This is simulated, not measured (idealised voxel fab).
This is a process module. Its name is voxel released beams.
We display cut, a cross-section 165 nm in width whose square cells are each 5 nm.
In what follows, cross-sections appear as grids of square cells, described through bands that run from the top down, where every band is one or more rows of cells.
For a band, the entry starts with two heights in nm, that of the top and then that of the bottom, and carries on with the band's materials in order from left to right, each alongside its width in nm; the word "all across" beside a single material means it fills the band edge to edge, and "blank" means empty space.
Height is counted from the level 0, under which the received wafer is composed throughout of one material. The lowest of the bands is not closed at the bottom but continues downward, in the notation "from 0 down".
It should be noted that a width expressed as "30->40" varies in equal increments from row to row of cells within the band, taking the value of the first number at the top row and that of the second number at the bottom row.
When a step is marked "same as before", none of the cells in the cross-section changed during that step.
Empty spaces without an open route to the top, at least 8 cells in extent, make up the entry "Enclosed cavities"; each is given as width x height at distance, where the distance is measured from the left edge, and all are in nm.
On each step's line, the part that comes after the settings is the simulator's own comment on the step.
"overlay nm", when on a step's line for a step with a mask, measures how far to the right of its planned place the mask lay; a negative measure means to the left.
This section lists the process steps that were planned
1: op RECEIVE | material Si
2: op CONFORMAL_DEP | material SiN | thk nm 10
3: op DIRECTIONAL_DEP | material SiO2 | thk nm 20
4: op PATTERN | tone open | mask id ANCHOR | material resist | width nm 30 | thk nm 20 | overlay nm 0
5: op DIRECTIONAL_ETCH | etch materials SiO2 | depth nm 20
6: op STRIP | etch materials resist
7: op CONFORMAL_DEP | material TiN | thk nm 10
8: op MASKED_ETCH | tone cover | mask id BEAM | width nm 115 | etch materials TiN | depth nm 10 | overlay nm 0
9: op STRIP | etch materials SiO2
as received, after step 1
from 0 down  Si all across
Enclosed cavities: none
As-planned run: cross-section of the first of two wafers at end of module
from 40 to 30  20 blank; 15 TiN; 10 blank; 90 TiN; 30 blank
from 30 to 20  25 blank; 10 TiN; 10 blank; 10 TiN; 110 blank
from 20 to 10  25 blank; 30 TiN; 110 blank
from 10 to 0  SiN all across
from 0 down  Si all across
Enclosed cavities: none
Second wafer cross-section at end of module - shared start and plan with the first, one mistake in the run
from 40 to 30  20 blank; 115 TiN; 30 blank
from 30 to 20  SiN all across
from 20 to 0  SiO2 all across
from 0 down  Si all across
Enclosed cavities: none
What was done differently from what was planned? steps 2 and 3 of the plan were each performed in the slot designated for the other
End of process, cell counts, second wafer against first, materials with more or fewer: SiO2: 132 more; TiN: 16 fewer
